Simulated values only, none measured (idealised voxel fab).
The process module that follows is named voxel self aligned contacts.
The cross-section shown here is cut; it is 280 nm wide and divided into square cells measuring 5 nm on a side.
In this document a cross-section is written as a grid of square cells. It is given as a series of bands, listed from the top down, and a band is one or more rows of cells.
Read a band's entry like this: the first values are the height of its top and the height of its bottom in nm, and what follows is the sequence of materials from left to right, each with its width in nm. Note that "empty" is empty space, and that a single material marked "everywhere" reaches across the band from edge to edge.
Basically, 0 is our baseline, since under it the wafer straight out of the box is all one material. The bottom band has no lower end and keeps on going down, so it looks like "from 0 down".
The two numbers in a width such as "30->40" mark its ends across the band: the first belongs to the top row of cells, the second to the bottom row, and from each row to the next the width moves by the same amount.
You'll sometimes find "left unchanged" written for a step, and that's the way of saying that nowhere in the cross-section did a cell change during that step.
The list in "Completely enclosed voids" covers empty spaces of 8 cells or more that cannot reach the top through any open way, and it gives each as width x height at distance; the distance is from the left edge, and width, height and distance are in nm.
On each step's line, the part that comes after the settings is the simulator's own comment on the step.
overlay nm: how far to the right of its planned place the mask lay on this masked step (negative: to the left).

-- Below is the list of planned process steps
1) RECEIVE [material Si]
2) CONFORMAL_DEP [material SiO2] [thk nm 5]
3) DIRECTIONAL_DEP [material polySi] [thk nm 25]
4) DIRECTIONAL_DEP [material SiN] [thk nm 20]
5) PATTERN [tone cover] [mask id GATE] [material resist] [width nm 30] [pitch nm 55] [thk nm 20] [overlay nm 0]
6) DIRECTIONAL_ETCH [etch materials SiN] [depth nm 20]
7) DIRECTIONAL_ETCH [etch materials polySi] [depth nm 25]
8) STRIP [etch materials resist]
9) CONFORMAL_DEP [material SiN] [thk nm 5]
10) DIRECTIONAL_ETCH [etch materials SiN] [depth nm 5]
11) FILL_DEP [material SiO2] [thk nm 10]
12) CMP [height nm 55]
13) PATTERN [tone open] [mask id CONTACT] [material resist] [width nm 35] [pitch nm 55] [thk nm 15] [overlay nm 0]
14) DIRECTIONAL_ETCH [etch materials SiO2] [depth nm 55]
15) STRIP [etch materials resist]
16) CONFORMAL_DEP [material TiN] [thk nm 5]
17) FILL_DEP [material W] [thk nm 10]
18) CMP [height nm 55]
19) CONFORMAL_DEP [material SiN] [thk nm 5]

-- So this is the incoming wafer in cross-section - it's already been through step 1
	from 0 down  Si everywhere
	Completely enclosed voids: none

-- a wafer at the end: this start, this plan, one mistake
	from 60 to 55  SiN everywhere
	from 55 to 50  65 SiO2 / 40 SiN / 15 TiN / 40 SiN / 15 TiN / 40 SiN / 65 SiO2
	from 50 to 30  SiN everywhere
	from 30 to 5  polySi everywhere
	from 5 to 0  SiO2 everywhere
	from 0 down  Si everywhere
	Completely enclosed voids: none
Want to know what went wrong? step 4 of the plan saw execution twice
